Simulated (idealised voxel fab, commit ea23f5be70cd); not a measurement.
process module | voxel tone inversion
cross-section cut | 145 nm wide | cells 5 nm
A cross-section is a grid of square cells, given in bands from the top down. A band is one or more rows of cells.
Each band's line starts with the height of the band's top and of its bottom, in nm. Then come its materials from left to right, each with its width in nm. One material with "throughout" fills the band from edge to edge. "air" is empty space.
Height 0 is the level under which the wafer as received is all one material. The lowest band goes on downwards, as in "0 down".
A width such as "30 to 40" changes by the same amount from each row of cells to the next, from the band's top row to its bottom row.
"no change" after a step means that no cell of the cross-section changed.
closed voids: empty space of 8 cells or more with no open way to the top, each as width x height at its distance from the left edge, in nm
after a step's settings: what the simulator itself notes on the step
overlay nm, on a step with a mask: how far to the right of its planned place the mask lay; to the left if negative
plan
1 op RECEIVE | material Si
2 op CONFORMAL_DEP | material SiN | thk nm 5
3 op DIRECTIONAL_DEP | material aC | thk nm 25
4 op PATTERN | tone cover | mask id POSTS | material resist | width nm 15 | pitch nm 35 | thk nm 30 | overlay nm 0
5 op DIRECTIONAL_ETCH | etch materials aC | depth nm 25
6 op STRIP | etch materials resist
7 op FILL_DEP | material lowk | thk nm 5
8 op CMP | height nm 30
9 op STRIP | etch materials aC
10 op CONFORMAL_DEP | material TiN | thk nm 5
11 op FILL_DEP | material W | thk nm 5
12 op CMP | height nm 30
13 op CONFORMAL_DEP | material SiN | thk nm 5
as received, after step 1
  0 down: Si throughout
  closed voids: none
first wafer at the end, as planned
  35 to 30: SiN throughout
  30 to 10: lowk 30 | TiN 5 | W 5 | TiN 5 | lowk 20 | TiN 5 | W 5 | TiN 5 | lowk 20 | TiN 5 | W 5 | TiN 5 | lowk 30
  10 to 5: lowk 30 | TiN 15 | lowk 20 | TiN 15 | lowk 20 | TiN 15 | lowk 30
  5 to 0: SiN throughout
  0 down: Si throughout
  closed voids: none
second wafer at the end: like start, like plan, one mistake
  35 to 30: SiN throughout
  30 to 10: W 25 | TiN 5 | lowk 15 | TiN 5 | W 10 | TiN 5 | lowk 15 | TiN 5 | W 10 | TiN 5 | lowk 15 | TiN 5 | W 25
  10 to 5: TiN 30 | lowk 15 | TiN 20 | lowk 15 | TiN 20 | lowk 15 | TiN 30
  5 to 0: SiN throughout
  0 down: Si throughout
  closed voids: none
what went wrong: step 4 ran as: op PATTERN | tone open | mask id POSTS | material resist | width nm 15 | pitch nm 35 | thk nm 30 | overlay nm 0
at the end the second wafer has, in cells: 11 more of TiN | 44 more of W | 55 fewer of lowk
